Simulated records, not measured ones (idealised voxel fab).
Process module, titled voxel spacer lines
Each square cell in cross-section cut measures 5 nm, and the section as a whole is 205 nm wide.
This document writes a cross-section as a grid whose cells are square, and gives it as bands, listed from the top down; one or more rows of cells form a band. Look at the band entry: it leads with the top's height and the bottom's height in nm. Then it lists the materials left to right, with a width in nm for each. The word "full width" on a single material says that material fills the band edge to edge. The word "blank" is empty space. Counting heights begins at 0, where everything beneath is, in the wafer as received, one material. The lowest band has no bottom; it goes on downwards, as "from 0 down" shows. A two-number width, for instance "30..40", indicates that the width is equal to the first number in the top row of the band and to the second number in the bottom row, and that it changes by a constant amount per row of cells. Step note "same as before" = no cross-section cell changed. Basically, "Voids lacking openings" tells you about the enclosed voids: empty spaces with no open way to the top, 8 cells or bigger, each written width x height at distance, where distance is from the left edge, all in nm. If you see something after the settings on a step's line, that's the simulator's own remark about that step. When a step includes a mask, the "overlay nm" setting on its line states how far to the right of its planned place that mask lay, and negative values state how far to the left.
-- plan
| 1 | RECEIVE, material Si |
| 2 | CONFORMAL_DEP, material Al2O3, thk nm 10 |
| 3 | DIRECTIONAL_DEP, material polySi, thk nm 20 |
| 4 | DIRECTIONAL_DEP, material aC, thk nm 25 |
| 5 | PATTERN, tone cover, mask id MANDREL, material resist, width nm 15, pitch nm 60, thk nm 35, overlay nm 0 |
| 6 | DIRECTIONAL_ETCH, etch materials aC, depth nm 25 |
| 7 | STRIP, etch materials resist |
| 8 | CONFORMAL_DEP, material SiN, thk nm 15 |
| 9 | DIRECTIONAL_ETCH, etch materials SiN, depth nm 15 |
| 10 | STRIP, etch materials aC |
| 11 | DIRECTIONAL_ETCH, etch materials polySi, depth nm 20 |
| 12 | STRIP, etch materials SiN |
| 13 | FILL_DEP, material SiO2, thk nm 10 |
| 14 | CMP, height nm 30 |
-- Step 1 complete: cross-section of the wafer as received
	from 0 down = Si full width
	Voids lacking openings: none
-- Below is the wafer in cross-section after the module was completed. It began from the starting point shown above and followed the plan shown above, except that one mistake was made while running it
	from 30 to 20 = Al2O3 full width
	from 20 to 0 = polySi full width
	from 0 down = Si full width
	Voids lacking openings: none
Here's what went sideways: sequence error: steps 2 and 3 interchanged
